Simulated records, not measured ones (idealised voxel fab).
The following is a process module called voxel double patterning.
In the cross-section labelled cut, the width is 190 nm and each square cell is 5 nm.
Each cross-section below is a grid of square cells, stated as bands in top-down order, with one or more rows of cells making up each band. Look at the band entry: it leads with the top's height and the bottom's height in nm. Then it lists the materials left to right, with a width in nm for each. The word "throughout" on a single material says that material fills the band edge to edge. The word "empty" is empty space. Heights are reckoned from 0. Under this level, the received wafer is all of one material. The bottommost band is open-ended downward, for example "0 and below". The width entry "30->40" should be interpreted row by row: the top row of cells in the band takes the first number, the bottom row takes the second number, and the change between adjacent rows is uniform throughout. Given "all unchanged" for a step, no cell of the cross-section differs between before and after that step. In "Tabulated closed voids" the enclosed voids are listed, meaning empty spaces of 8 cells or larger without any opening to the top. The form is width x height at distance, distance from the left edge, units nm. Text after the settings on a step's line: the simulator's own remark on that step. overlay nm: mask offset rightward from planned place, masked step; negative means leftward offset.

Process steps (planned):
1. RECEIVE,material Si
2. CONFORMAL_DEP,material SiO2,thk nm 5
3. DIRECTIONAL_DEP,material TiN,thk nm 10
4. DIRECTIONAL_DEP,material SiN,thk nm 5
5. PATTERN,tone open,mask id FIRST,material resist,width nm 15,pitch nm 50,thk nm 20,overlay nm 0
6. DIRECTIONAL_ETCH,etch materials SiN,depth nm 5
7. STRIP,etch materials resist
8. DIRECTIONAL_DEP,material aC,thk nm 10
9. PATTERN,tone open,mask id SECOND,material resist,width nm 15,thk nm 25,overlay nm 0
10. DIRECTIONAL_ETCH,etch materials aC,depth nm 10
11. STRIP,etch materials resist
12. DIRECTIONAL_ETCH,etch materials SiN,depth nm 5
13. STRIP,etch materials aC
14. DIRECTIONAL_ETCH,etch materials TiN,depth nm 10
15. STRIP,etch materials SiN

First wafer of two (run as planned):

This is the cross-section of the wafer as we received it, i.e. after step 1:
0 and below | Si throughout
Tabulated closed voids: none

Take a look at the wafer's cross-section after step 2:
5 down to 0 | SiO2 throughout
Anything lower than 0 is untouched.

Take a look at the wafer's cross-section after step 3:
15 down to 5 | TiN throughout
Anything lower than 5 is untouched.

Take a look at the wafer's cross-section after step 4:
20 down to 15 | SiN throughout
Anything lower than 15 is untouched.

Take a look at the wafer's cross-section after step 5:
40 down to 20 | resist 60 nm / empty 15 nm / resist 35 nm / empty 15 nm / resist 65 nm
Anything lower than 20 is untouched.

Take a look at the wafer's cross-section after step 6:
40 down to 20 | resist 60 nm / empty 15 nm / resist 35 nm / empty 15 nm / resist 65 nm
20 down to 15 | SiN 60 nm / empty 15 nm / SiN 35 nm / empty 15 nm / SiN 65 nm
Anything lower than 15 is untouched.

Take a look at the wafer's cross-section after step 7:
20 down to 15 | SiN 60 nm / empty 15 nm / SiN 35 nm / empty 15 nm / SiN 65 nm
Anything lower than 15 is untouched.

Take a look at the wafer's cross-section after step 8:
30 down to 25 | aC 60 nm / empty 15 nm / aC 35 nm / empty 15 nm / aC 65 nm
25 down to 20 | aC throughout
20 down to 15 | SiN 60 nm / aC 15 nm / SiN 35 nm / aC 15 nm / SiN 65 nm
Anything lower than 15 is untouched.

Take a look at the wafer's cross-section after step 9:
55 down to 30 | resist 85 nm / empty 15 nm / resist 90 nm
30 down to 25 | aC 60 nm / resist 15 nm / aC 35 nm / resist 15 nm / aC 65 nm
Anything lower than 25 is untouched.

Take a look at the wafer's cross-section after step 10:
45 down to 30 | resist 85 nm / empty 15 nm / resist 90 nm
30 down to 25 | aC 60 nm / resist 15 nm / aC 10 nm / empty 15 nm / aC 10 nm / resist 15 nm / aC 65 nm
25 down to 20 | aC 85 nm / empty 15 nm / aC 90 nm
Anything lower than 20 is untouched.

Take a look at the wafer's cross-section after step 11:
30 down to 25 | aC 60 nm / empty 15 nm / aC 10 nm / empty 15 nm / aC 10 nm / empty 15 nm / aC 65 nm
Anything lower than 25 is untouched.

Take a look at the wafer's cross-section after step 12:
30 down to 25 | aC 60 nm / empty 15 nm / aC 10 nm / empty 15 nm / aC 10 nm / empty 15 nm / aC 65 nm
25 down to 20 | aC 85 nm / empty 15 nm / aC 90 nm
20 down to 15 | SiN 60 nm / aC 15 nm / SiN 10 nm / empty 15 nm / SiN 10 nm / aC 15 nm / SiN 65 nm
Anything lower than 15 is untouched.

Take a look at the wafer's cross-section after step 13:
20 down to 15 | SiN 60 nm / empty 15 nm / SiN 10 nm / empty 15 nm / SiN 10 nm / empty 15 nm / SiN 65 nm
Anything lower than 15 is untouched.

Take a look at the wafer's cross-section after step 14:
20 down to 15 | SiN 60 nm / empty 15 nm / SiN 10 nm / empty 15 nm / SiN 10 nm / empty 15 nm / SiN 65 nm
15 down to 5 | TiN 60 nm / empty 15 nm / TiN 10 nm / empty 15 nm / TiN 10 nm / empty 15 nm / TiN 65 nm
Anything lower than 5 is untouched.

Take a look at the wafer's cross-section after step 15:
15 down to 5 | TiN 60 nm / empty 15 nm / TiN 10 nm / empty 15 nm / TiN 10 nm / empty 15 nm / TiN 65 nm
Anything lower than 5 is untouched.

Second of two: same start, same plan, one run error; steps up to and including 2 match the first:

Second wafer, cut view, end of step 3 per plan:
20 down to 5 | TiN throughout
Anything lower than 5 is untouched.

Second wafer, cut view, end of step 4 per plan:
25 down to 20 | SiN throughout
Anything lower than 20 is untouched.

Second wafer, cut view, end of step 5 per plan:
45 down to 25 | resist 60 nm / empty 15 nm / resist 35 nm / empty 15 nm / resist 65 nm
Anything lower than 25 is untouched.

Second wafer, cut view, end of step 6 per plan:
45 down to 25 | resist 60 nm / empty 15 nm / resist 35 nm / empty 15 nm / resist 65 nm
25 down to 20 | SiN 60 nm / empty 15 nm / SiN 35 nm / empty 15 nm / SiN 65 nm
Anything lower than 20 is untouched.

Second wafer, cut view, end of step 7 per plan:
25 down to 20 | SiN 60 nm / empty 15 nm / SiN 35 nm / empty 15 nm / SiN 65 nm
Anything lower than 20 is untouched.

Second wafer, cut view, end of step 8 per plan:
35 down to 30 | aC 60 nm / empty 15 nm / aC 35 nm / empty 15 nm / aC 65 nm
30 down to 25 | aC throughout
25 down to 20 | SiN 60 nm / aC 15 nm / SiN 35 nm / aC 15 nm / SiN 65 nm
Anything lower than 20 is untouched.

Second wafer, cut view, end of step 9 per plan:
60 down to 35 | resist 85 nm / empty 15 nm / resist 90 nm
35 down to 30 | aC 60 nm / resist 15 nm / aC 35 nm / resist 15 nm / aC 65 nm
Anything lower than 30 is untouched.

Second wafer, cut view, end of step 10 per plan:
50 down to 35 | resist 85 nm / empty 15 nm / resist 90 nm
35 down to 30 | aC 60 nm / resist 15 nm / aC 10 nm / empty 15 nm / aC 10 nm / resist 15 nm / aC 65 nm
30 down to 25 | aC 85 nm / empty 15 nm / aC 90 nm
Anything lower than 25 is untouched.

Second wafer, cut view, end of step 11 per plan:
35 down to 30 | aC 60 nm / empty 15 nm / aC 10 nm / empty 15 nm / aC 10 nm / empty 15 nm / aC 65 nm
Anything lower than 30 is untouched.

Second wafer, cut view, end of step 12 per plan:
35 down to 30 | aC 60 nm / empty 15 nm / aC 10 nm / empty 15 nm / aC 10 nm / empty 15 nm / aC 65 nm
30 down to 25 | aC 85 nm / empty 15 nm / aC 90 nm
25 down to 20 | SiN 60 nm / aC 15 nm / SiN 10 nm / empty 15 nm / SiN 10 nm / aC 15 nm / SiN 65 nm
Anything lower than 20 is untouched.

Second wafer, cut view, end of step 13 per plan:
25 down to 20 | SiN 60 nm / empty 15 nm / SiN 10 nm / empty 15 nm / SiN 10 nm / empty 15 nm / SiN 65 nm
Anything lower than 20 is untouched.

Second wafer, cut view, end of step 14 per plan:
25 down to 20 | SiN 60 nm / empty 15 nm / SiN 10 nm / empty 15 nm / SiN 10 nm / empty 15 nm / SiN 65 nm
20 down to 10 | TiN 60 nm / empty 15 nm / TiN 10 nm / empty 15 nm / TiN 10 nm / empty 15 nm / TiN 65 nm
Anything lower than 10 is untouched.

Second wafer, cut view, end of step 15 per plan:
20 down to 10 | TiN 60 nm / empty 15 nm / TiN 10 nm / empty 15 nm / TiN 10 nm / empty 15 nm / TiN 65 nm
Anything lower than 10 is untouched.
Deviation noted in wafer processing: it should be noted that step 3 was executed with settings other than those planned, the operation and settings actually applied being DIRECTIONAL_DEP,material TiN,thk nm 15
Materials where the second wafer ends with more or fewer cells than the first: TiN +38
